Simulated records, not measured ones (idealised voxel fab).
This is a process module. Its name is voxel double patterning.
Section shown: cut. Width: 210 nm. Cell size: 5 nm, square.
How to read a cross-section here: the picture is a grid of square cells, written as bands going from the top down, and any band can span one or more rows of cells. What a band's entry tells you: where the top is and where the bottom is, as heights in nm, and after that what lies inside, material by material from left to right, each with its width in nm. Empty space is written as the word "air", and a single material marked with the word "throughout" occupies the band from edge to edge. The level at which height equals 0 is the one under which the wafer, as it arrives, is entirely one material. No lower edge exists for the bottom band, which continues downward and is notated as in "0 -> down". Per-row width for "30->40": begins at first number (top row of band), ends at second number (bottom row), increment between rows held constant. The designation "all unchanged", where it is given for a processing step, indicates that no cell of the cross-section was altered in the course of that step. For the entry "Trapped cavities", the listed items are empty spaces with no open way to the top whose size is 8 cells or more; each item follows the pattern width x height at distance, where distance is from the left edge and all three are in nm. Formally, on a step line, whatever follows the settings is a remark that the simulator itself makes on the step. You can add "overlay nm" to a step's line. For a step with a mask, it describes how far the mask lay to the right of its planned position, and a negative number describes a lay to the left.

Set out below are the planned steps of the process:
- 1: RECEIVE with material Si
- 2: CONFORMAL_DEP with material SiO2, thk nm 5
- 3: DIRECTIONAL_DEP with material W, thk nm 10
- 4: DIRECTIONAL_DEP with material SiN, thk nm 10
- 5: MASKED_ETCH with tone open, mask id FIRST, width nm 15, pitch nm 50, etch materials SiN, depth nm 10, overlay nm 0
- 6: MASKED_ETCH with tone open, mask id SECOND, width nm 15, etch materials SiN, depth nm 10, overlay nm 0
- 7: DIRECTIONAL_ETCH with etch materials W, depth nm 10
- 8: STRIP with etch materials SiN

Wafer cross-section on receipt, i.e. after step 1:
- 0 -> down | Si throughout
- Trapped cavities: none

The module was run from the start shown above using the plan shown above, but one mistake was made doing it; the resulting wafer cross-section is below:
- 15 -> 5 | W 70; air 15; W 5; air 25; W 5; air 15; W 75
- 5 -> 0 | SiO2 throughout
- 0 -> down | Si throughout
- Trapped cavities: none
What was the processing mistake? so step 6 ended up running with a different setting than we planned, it ran as MASKED_ETCH with tone open, mask id SECOND, width nm 25, etch materials SiN, depth nm 10, overlay nm 0
